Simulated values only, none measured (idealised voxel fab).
process module | voxel ribs on slabs
cross-section cut | 140 nm wide | cells 5 nm
A cross-section is a grid of square cells, given in bands from the top down. A band is one or more rows of cells.
Each band's line starts with the height of the band's top and of its bottom, in nm. Then come its materials from left to right, each with its width in nm. One material with "throughout" fills the band from edge to edge. "air" is empty space.
Height 0 is the level under which the wafer as received is all one material. The lowest band goes on downwards, as in "0 down".
A width such as "30 to 40" changes by the same amount from each row of cells to the next, from the band's top row to its bottom row.
"no change" after a step means that no cell of the cross-section changed.
closed voids: empty space of 8 cells or more with no open way to the top, each as width x height at its distance from the left edge, in nm
after a step's settings: what the simulator itself notes on the step
overlay nm, on a step with a mask: how far to the right of its planned place the mask lay; to the left if negative
plan
1 op RECEIVE | material Si
2 op DIRECTIONAL_DEP | material SiO2 | thk nm 30
3 op DIRECTIONAL_DEP | material SiN | thk nm 20
4 op MASKED_ETCH | tone cover | mask id RIB | width nm 15 | etch materials SiN | depth nm 5 | overlay nm 0
5 op PATTERN | tone cover | mask id SLAB | material resist | width nm 50 | thk nm 15 | overlay nm 0
6 op DIRECTIONAL_ETCH | etch materials SiN | depth nm 15
7 op STRIP | etch materials resist
8 op FILL_DEP | material SiO2 | thk nm 25
9 op CMP | height nm 65
10 op DIRECTIONAL_DEP | material W | thk nm 10
11 op DIRECTIONAL_DEP | material aC | thk nm 15
12 op PATTERN | tone cover | mask id HEATER | material resist | width nm 30 | thk nm 35 | overlay nm 0
13 op DIRECTIONAL_ETCH | etch materials aC | depth nm 15
14 op STRIP | etch materials resist
15 op DIRECTIONAL_ETCH | etch materials W | depth nm 10
16 op STRIP | etch materials aC
17 op CONFORMAL_DEP | material SiN | thk nm 5
varied across the wafers: width nm of step 4. The plan shows the first wafer's value. All wafers start alike
first wafer as received, after step 1
  0 down: Si throughout
  closed voids: none
each wafer at the end: cells of each material gained (+) or lost (-) since it was received, then its closed voids
width nm 15 | +65 SiN | +331 SiO2 | +12 W | closed voids: none
width nm 20 | +66 SiN | +330 SiO2 | +12 W | closed voids: none
width nm 25 | +67 SiN | +329 SiO2 | +12 W | closed voids: none
width nm 30 | +68 SiN | +328 SiO2 | +12 W | closed voids: none
width nm 35 | +69 SiN | +327 SiO2 | +12 W | closed voids: none
